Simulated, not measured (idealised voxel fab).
process module | voxel tone inversion
cross-section cut | 195 nm wide | cells 5 nm
A cross-section is a grid of square cells, given in bands from the top down. A band is one or more rows of cells.
Each band's line starts with the height of the band's top and of its bottom, in nm. Then come its materials from left to right, each with its width in nm. One material with "throughout" fills the band from edge to edge. "air" is empty space.
Height 0 is the level under which the wafer as received is all one material. The lowest band goes on downwards, as in "0 down".
A width such as "30 to 40" changes by the same amount from each row of cells to the next, from the band's top row to its bottom row.
"no change" after a step means that no cell of the cross-section changed.
closed voids: empty space of 8 cells or more with no open way to the top, each as width x height at its distance from the left edge, in nm
after a step's settings: what the simulator itself notes on the step
overlay nm, on a step with a mask: how far to the right of its planned place the mask lay; to the left if negative
Each pair below shows a cross-section before one step and the cross-section after it, down to the lowest band that changed. The line under each pair gives the step between them, with its settings. The pairs can come from different runs of this module on the same starting wafer, so a pair continues from the pair above only where its "before" says so.
before
  0 down: Si throughout
  closed voids: none
after
  10 to 0: SiCN throughout
  below 0: unchanged
  closed voids: none
the step between: op CONFORMAL_DEP | material SiCN | thk nm 10
before: the cross-section after the pair above
after
  30 to 10: aC throughout
  below 10: unchanged
  closed voids: none
the step between: op DIRECTIONAL_DEP | material aC | thk nm 20
before: the cross-section after the pair above
after
  55 to 30: air 45 | resist 15 | air 30 | resist 15 | air 30 | resist 15 | air 45
  below 30: unchanged
  closed voids: none
the step between: op PATTERN | tone cover | mask id POSTS | material resist | width nm 15 | pitch nm 45 | thk nm 25 | overlay nm 0
before: the cross-section after the pair above
after
  35 to 30: air 45 | resist 15 | air 30 | resist 15 | air 30 | resist 15 | air 45
  30 to 10: air 45 | aC 15 | air 30 | aC 15 | air 30 | aC 15 | air 45
  below 10: unchanged
  closed voids: none
the step between: op DIRECTIONAL_ETCH | etch materials aC | depth nm 20
before: the cross-section after the pair above
after
  30 to 10: air 45 | aC 15 | air 30 | aC 15 | air 30 | aC 15 | air 45
  below 10: unchanged
  closed voids: none
the step between: op STRIP | etch materials resist
before: the cross-section after the pair above
after
  35 to 30: lowk throughout
  30 to 10: lowk 45 | aC 15 | lowk 30 | aC 15 | lowk 30 | aC 15 | lowk 45
  below 10: unchanged
  closed voids: none
the step between: op FILL_DEP | material lowk | thk nm 5
before: the cross-section after the pair above
after
  30 to 10: lowk 45 | aC 15 | lowk 30 | aC 15 | lowk 30 | aC 15 | lowk 45
  below 10: unchanged
  closed voids: none
the step between: op CMP | height nm 30
before: the cross-section after the pair above
after
  30 to 10: lowk 45 | air 15 | lowk 30 | air 15 | lowk 30 | air 15 | lowk 45
  below 10: unchanged
  closed voids: none
the step between: op STRIP | etch materials aC
before: the cross-section after the pair above
after
  35 to 30: TiN 50 | air 5 | TiN 40 | air 5 | TiN 40 | air 5 | TiN 50
  30 to 15: lowk 45 | TiN 5 | air 5 | TiN 5 | lowk 30 | TiN 5 | air 5 | TiN 5 | lowk 30 | TiN 5 | air 5 | TiN 5 | lowk 45
  15 to 10: lowk 45 | TiN 15 | lowk 30 | TiN 15 | lowk 30 | TiN 15 | lowk 45
  below 10: unchanged
  closed voids: none
the step between: op CONFORMAL_DEP | material TiN | thk nm 5
before: the cross-section after the pair above
after
  40 to 35: Cu throughout
  35 to 30: TiN 50 | Cu 5 | TiN 40 | Cu 5 | TiN 40 | Cu 5 | TiN 50
  30 to 15: lowk 45 | TiN 5 | Cu 5 | TiN 5 | lowk 30 | TiN 5 | Cu 5 | TiN 5 | lowk 30 | TiN 5 | Cu 5 | TiN 5 | lowk 45
  below 15: unchanged
  closed voids: none
the step between: op FILL_DEP | material Cu | thk nm 5
before: the cross-section after the pair above
after
  30 to 15: lowk 45 | TiN 5 | Cu 5 | TiN 5 | lowk 30 | TiN 5 | Cu 5 | TiN 5 | lowk 30 | TiN 5 | Cu 5 | TiN 5 | lowk 45
  below 15: unchanged
  closed voids: none
the step between: op CMP | height nm 30
before: the cross-section after the pair above
after
  35 to 30: SiCN throughout
  below 30: unchanged
  closed voids: none
the step between: op CONFORMAL_DEP | material SiCN | thk nm 5
before
  35 to 30: lowk throughout
  30 to 10: lowk 45 | aC 15 | lowk 30 | aC 15 | lowk 30 | aC 15 | lowk 45
  10 to 0: SiCN throughout
  0 down: Si throughout
  closed voids: none
after
  40 to 30: lowk throughout
  below 30: unchanged
  closed voids: none
the step between: op FILL_DEP | material lowk | thk nm 5
before: the cross-section after the pair above
after
  30 to 10: lowk 45 | aC 15 | lowk 30 | aC 15 | lowk 30 | aC 15 | lowk 45
  below 10: unchanged
  closed voids: none
the step between: op CMP | height nm 30
before
  0 down: Si throughout
  closed voids: none
after
  20 to 0: aC throughout
  below 0: unchanged
  closed voids: none
the step between: op DIRECTIONAL_DEP | material aC | thk nm 20
before: the cross-section after the pair above
after
  30 to 20: SiCN throughout
  below 20: unchanged
  closed voids: none
the step between: op CONFORMAL_DEP | material SiCN | thk nm 10
before: the cross-section after the pair above
after
  55 to 30: air 45 | resist 15 | air 30 | resist 15 | air 30 | resist 15 | air 45
  below 30: unchanged
  closed voids: none
the step between: op PATTERN | tone cover | mask id POSTS | material resist | width nm 15 | pitch nm 45 | thk nm 25 | overlay nm 0
before: the cross-section after the pair above
after
  35 to 30: air 45 | resist 15 | air 30 | resist 15 | air 30 | resist 15 | air 45
  below 30: unchanged
  closed voids: none
the step between: op DIRECTIONAL_ETCH | etch materials aC | depth nm 20
before: the cross-section after the pair above
after
  30 to 20: SiCN throughout
  below 20: unchanged
  closed voids: none
the step between: op STRIP | etch materials resist
before: the cross-section after the pair above
after
  35 to 30: lowk throughout
  below 30: unchanged
  closed voids: none
the step between: op FILL_DEP | material lowk | thk nm 5
before: the cross-section after the pair above
after
  30 to 20: SiCN throughout
  below 20: unchanged
  closed voids: none
the step between: op CMP | height nm 30
before: the cross-section after the pair above
after
  35 to 30: TiN throughout
  below 30: unchanged
  closed voids: none
the step between: op CONFORMAL_DEP | material TiN | thk nm 5
before: the cross-section after the pair above
after
  40 to 35: Cu throughout
  below 35: unchanged
  closed voids: none
the step between: op FILL_DEP | material Cu | thk nm 5
before: the cross-section after the pair above
after
  30 to 20: SiCN throughout
  below 20: unchanged
  closed voids: none
the step between: op CMP | height nm 30
before: the cross-section after the pair above
after
  35 to 20: SiCN throughout
  below 20: unchanged
  closed voids: none
the step between: op CONFORMAL_DEP | material SiCN | thk nm 5
before
  40 to 35: Cu throughout
  35 to 30: TiN 50 | Cu 5 | TiN 40 | Cu 5 | TiN 40 | Cu 5 | TiN 50
  30 to 15: lowk 45 | TiN 5 | Cu 5 | TiN 5 | lowk 30 | TiN 5 | Cu 5 | TiN 5 | lowk 30 | TiN 5 | Cu 5 | TiN 5 | lowk 45
  15 to 10: lowk 45 | TiN 15 | lowk 30 | TiN 15 | lowk 30 | TiN 15 | lowk 45
  10 to 0: SiCN throughout
  0 down: Si throughout
  closed voids: none
after
  25 to 15: lowk 45 | TiN 5 | Cu 5 | TiN 5 | lowk 30 | TiN 5 | Cu 5 | TiN 5 | lowk 30 | TiN 5 | Cu 5 | TiN 5 | lowk 45
  below 15: unchanged
  closed voids: none
the step between: op CMP | height nm 25
before: the cross-section after the pair above
after
  30 to 25: SiCN throughout
  below 25: unchanged
  closed voids: none
the step between: op CONFORMAL_DEP | material SiCN | thk nm 5
before
  30 to 10: aC throughout
  10 to 0: SiCN throughout
  0 down: Si throughout
  closed voids: none
after
  55 to 30: air 45 | resist 20 | air 25 | resist 20 | air 25 | resist 20 | air 40
  below 30: unchanged
  closed voids: none
the step between: op PATTERN | tone cover | mask id POSTS | material resist | width nm 20 | pitch nm 45 | thk nm 25 | overlay nm 0
before: the cross-section after the pair above
after
  35 to 30: air 45 | resist 20 | air 25 | resist 20 | air 25 | resist 20 | air 40
  30 to 10: air 45 | aC 20 | air 25 | aC 20 | air 25 | aC 20 | air 40
  below 10: unchanged
  closed voids: none
the step between: op DIRECTIONAL_ETCH | etch materials aC | depth nm 20
before: the cross-section after the pair above
after
  30 to 10: air 45 | aC 20 | air 25 | aC 20 | air 25 | aC 20 | air 40
  below 10: unchanged
  closed voids: none
the step between: op STRIP | etch materials resist
before: the cross-section after the pair above
after
  35 to 30: lowk throughout
  30 to 10: lowk 45 | aC 20 | lowk 25 | aC 20 | lowk 25 | aC 20 | lowk 40
  below 10: unchanged
  closed voids: none
the step between: op FILL_DEP | material lowk | thk nm 5
before: the cross-section after the pair above
after
  30 to 10: lowk 45 | aC 20 | lowk 25 | aC 20 | lowk 25 | aC 20 | lowk 40
  below 10: unchanged
  closed voids: none
the step between: op CMP | height nm 30
before: the cross-section after the pair above
after
  30 to 10: lowk 45 | air 20 | lowk 25 | air 20 | lowk 25 | air 20 | lowk 40
  below 10: unchanged
  closed voids: none
the step between: op STRIP | etch materials aC
before: the cross-section after the pair above
after
  35 to 30: TiN 50 | air 10 | TiN 35 | air 10 | TiN 35 | air 10 | TiN 45
  30 to 15: lowk 45 | TiN 5 | air 10 | TiN 5 | lowk 25 | TiN 5 | air 10 | TiN 5 | lowk 25 | TiN 5 | air 10 | TiN 5 | lowk 40
  15 to 10: lowk 45 | TiN 20 | lowk 25 | TiN 20 | lowk 25 | TiN 20 | lowk 40
  below 10: unchanged
  closed voids: none
the step between: op CONFORMAL_DEP | material TiN | thk nm 5
before: the cross-section after the pair above
after
  40 to 35: Cu throughout
  35 to 30: TiN 50 | Cu 10 | TiN 35 | Cu 10 | TiN 35 | Cu 10 | TiN 45
  30 to 15: lowk 45 | TiN 5 | Cu 10 | TiN 5 | lowk 25 | TiN 5 | Cu 10 | TiN 5 | lowk 25 | TiN 5 | Cu 10 | TiN 5 | lowk 40
  below 15: unchanged
  closed voids: none
the step between: op FILL_DEP | material Cu | thk nm 5
before: the cross-section after the pair above
after
  30 to 15: lowk 45 | TiN 5 | Cu 10 | TiN 5 | lowk 25 | TiN 5 | Cu 10 | TiN 5 | lowk 25 | TiN 5 | Cu 10 | TiN 5 | lowk 40
  below 15: unchanged
  closed voids: none
the step between: op CMP | height nm 30
before: the cross-section after the pair above
after
  35 to 30: SiCN throughout
  below 30: unchanged
  closed voids: none
the step between: op CONFORMAL_DEP | material SiCN | thk nm 5
before
  30 to 10: aC throughout
  10 to 0: SiCN throughout
  0 down: Si throughout
  closed voids: none
after
  55 to 30: air 55 | resist 15 | air 30 | resist 15 | air 30 | resist 15 | air 35
  below 30: unchanged
  closed voids: none
the step between: op PATTERN | tone cover | mask id POSTS | material resist | width nm 15 | pitch nm 45 | thk nm 25 | overlay nm 10
before: the cross-section after the pair above
after
  35 to 30: air 55 | resist 15 | air 30 | resist 15 | air 30 | resist 15 | air 35
  30 to 10: air 55 | aC 15 | air 30 | aC 15 | air 30 | aC 15 | air 35
  below 10: unchanged
  closed voids: none
the step between: op DIRECTIONAL_ETCH | etch materials aC | depth nm 20
before: the cross-section after the pair above
after
  30 to 10: air 55 | aC 15 | air 30 | aC 15 | air 30 | aC 15 | air 35
  below 10: unchanged
  closed voids: none
the step between: op STRIP | etch materials resist
before: the cross-section after the pair above
after
  35 to 30: lowk throughout
  30 to 10: lowk 55 | aC 15 | lowk 30 | aC 15 | lowk 30 | aC 15 | lowk 35
  below 10: unchanged
  closed voids: none
the step between: op FILL_DEP | material lowk | thk nm 5
before: the cross-section after the pair above
after
  30 to 10: lowk 55 | aC 15 | lowk 30 | aC 15 | lowk 30 | aC 15 | lowk 35
  below 10: unchanged
  closed voids: none
the step between: op CMP | height nm 30
before: the cross-section after the pair above
after
  30 to 10: lowk 55 | air 15 | lowk 30 | air 15 | lowk 30 | air 15 | lowk 35
  below 10: unchanged
  closed voids: none
the step between: op STRIP | etch materials aC
before: the cross-section after the pair above
after
  35 to 30: TiN 60 | air 5 | TiN 40 | air 5 | TiN 40 | air 5 | TiN 40
  30 to 15: lowk 55 | TiN 5 | air 5 | TiN 5 | lowk 30 | TiN 5 | air 5 | TiN 5 | lowk 30 | TiN 5 | air 5 | TiN 5 | lowk 35
  15 to 10: lowk 55 | TiN 15 | lowk 30 | TiN 15 | lowk 30 | TiN 15 | lowk 35
  below 10: unchanged
  closed voids: none
the step between: op CONFORMAL_DEP | material TiN | thk nm 5
before: the cross-section after the pair above
after
  40 to 35: Cu throughout
  35 to 30: TiN 60 | Cu 5 | TiN 40 | Cu 5 | TiN 40 | Cu 5 | TiN 40
  30 to 15: lowk 55 | TiN 5 | Cu 5 | TiN 5 | lowk 30 | TiN 5 | Cu 5 | TiN 5 | lowk 30 | TiN 5 | Cu 5 | TiN 5 | lowk 35
  below 15: unchanged
  closed voids: none
the step between: op FILL_DEP | material Cu | thk nm 5
before: the cross-section after the pair above
after
  30 to 15: lowk 55 | TiN 5 | Cu 5 | TiN 5 | lowk 30 | TiN 5 | Cu 5 | TiN 5 | lowk 30 | TiN 5 | Cu 5 | TiN 5 | lowk 35
  below 15: unchanged
  closed voids: none
the step between: op CMP | height nm 30
before: the cross-section after the pair above
after
  35 to 30: SiCN throughout
  below 30: unchanged
  closed voids: none
the step between: op CONFORMAL_DEP | material SiCN | thk nm 5
before
  30 to 10: lowk 45 | air 15 | lowk 30 | air 15 | lowk 30 | air 15 | lowk 45
  10 to 0: SiCN throughout
  0 down: Si throughout
  closed voids: none
after
  35 to 15: lowk 50 | air 5 | lowk 40 | air 5 | lowk 40 | air 5 | lowk 50
  15 to 10: lowk throughout
  below 10: unchanged
  closed voids: none
the step between: op CONFORMAL_DEP | material lowk | thk nm 5
before: the cross-section after the pair above
after
  40 to 35: Cu throughout
  35 to 15: lowk 50 | Cu 5 | lowk 40 | Cu 5 | lowk 40 | Cu 5 | lowk 50
  below 15: unchanged
  closed voids: none
the step between: op FILL_DEP | material Cu | thk nm 5
before: the cross-section after the pair above
after
  30 to 15: lowk 50 | Cu 5 | lowk 40 | Cu 5 | lowk 40 | Cu 5 | lowk 50
  below 15: unchanged
  closed voids: none
the step between: op CMP | height nm 30
before: the cross-section after the pair above
after
  35 to 30: SiCN throughout
  below 30: unchanged
  closed voids: none
the step between: op CONFORMAL_DEP | material SiCN | thk nm 5
before
  30 to 10: aC throughout
  10 to 0: SiCN throughout
  0 down: Si throughout
  closed voids: none
after
  55 to 30: resist 45 | air 15 | resist 30 | air 15 | resist 30 | air 15 | resist 45
  below 30: unchanged
  closed voids: none
the step between: op PATTERN | tone open | mask id POSTS | material resist | width nm 15 | pitch nm 45 | thk nm 25 | overlay nm 0
before: the cross-section after the pair above
after
  35 to 30: resist 45 | air 15 | resist 30 | air 15 | resist 30 | air 15 | resist 45
  30 to 10: aC 45 | air 15 | aC 30 | air 15 | aC 30 | air 15 | aC 45
  below 10: unchanged
  closed voids: none
the step between: op DIRECTIONAL_ETCH | etch materials aC | depth nm 20
before: the cross-section after the pair above
after
  30 to 10: aC 45 | air 15 | aC 30 | air 15 | aC 30 | air 15 | aC 45
  below 10: unchanged
  closed voids: none
the step between: op STRIP | etch materials resist
before: the cross-section after the pair above
after
  35 to 30: lowk throughout
  30 to 10: aC 45 | lowk 15 | aC 30 | lowk 15 | aC 30 | lowk 15 | aC 45
  below 10: unchanged
  closed voids: none
the step between: op FILL_DEP | material lowk | thk nm 5
before: the cross-section after the pair above
after
  30 to 10: aC 45 | lowk 15 | aC 30 | lowk 15 | aC 30 | lowk 15 | aC 45
  below 10: unchanged
  closed voids: none
the step between: op CMP | height nm 30
before: the cross-section after the pair above
after
  30 to 10: air 45 | lowk 15 | air 30 | lowk 15 | air 30 | lowk 15 | air 45
  below 10: unchanged
  closed voids: none
the step between: op STRIP | etch materials aC
before: the cross-section after the pair above
after
  35 to 30: air 40 | TiN 25 | air 20 | TiN 25 | air 20 | TiN 25 | air 40
  30 to 15: air 40 | TiN 5 | lowk 15 | TiN 5 | air 20 | TiN 5 | lowk 15 | TiN 5 | air 20 | TiN 5 | lowk 15 | TiN 5 | air 40
  15 to 10: TiN 45 | lowk 15 | TiN 30 | lowk 15 | TiN 30 | lowk 15 | TiN 45
  below 10: unchanged
  closed voids: none
the step between: op CONFORMAL_DEP | material TiN | thk nm 5
before: the cross-section after the pair above
after
  40 to 35: Cu throughout
  35 to 30: Cu 40 | TiN 25 | Cu 20 | TiN 25 | Cu 20 | TiN 25 | Cu 40
  30 to 15: Cu 40 | TiN 5 | lowk 15 | TiN 5 | Cu 20 | TiN 5 | lowk 15 | TiN 5 | Cu 20 | TiN 5 | lowk 15 | TiN 5 | Cu 40
  below 15: unchanged
  closed voids: none
the step between: op FILL_DEP | material Cu | thk nm 5
before: the cross-section after the pair above
after
  30 to 15: Cu 40 | TiN 5 | lowk 15 | TiN 5 | Cu 20 | TiN 5 | lowk 15 | TiN 5 | Cu 20 | TiN 5 | lowk 15 | TiN 5 | Cu 40
  below 15: unchanged
  closed voids: none
the step between: op CMP | height nm 30
before: the cross-section after the pair above
after
  35 to 30: SiCN throughout
  below 30: unchanged
  closed voids: none
the step between: op CONFORMAL_DEP | material SiCN | thk nm 5
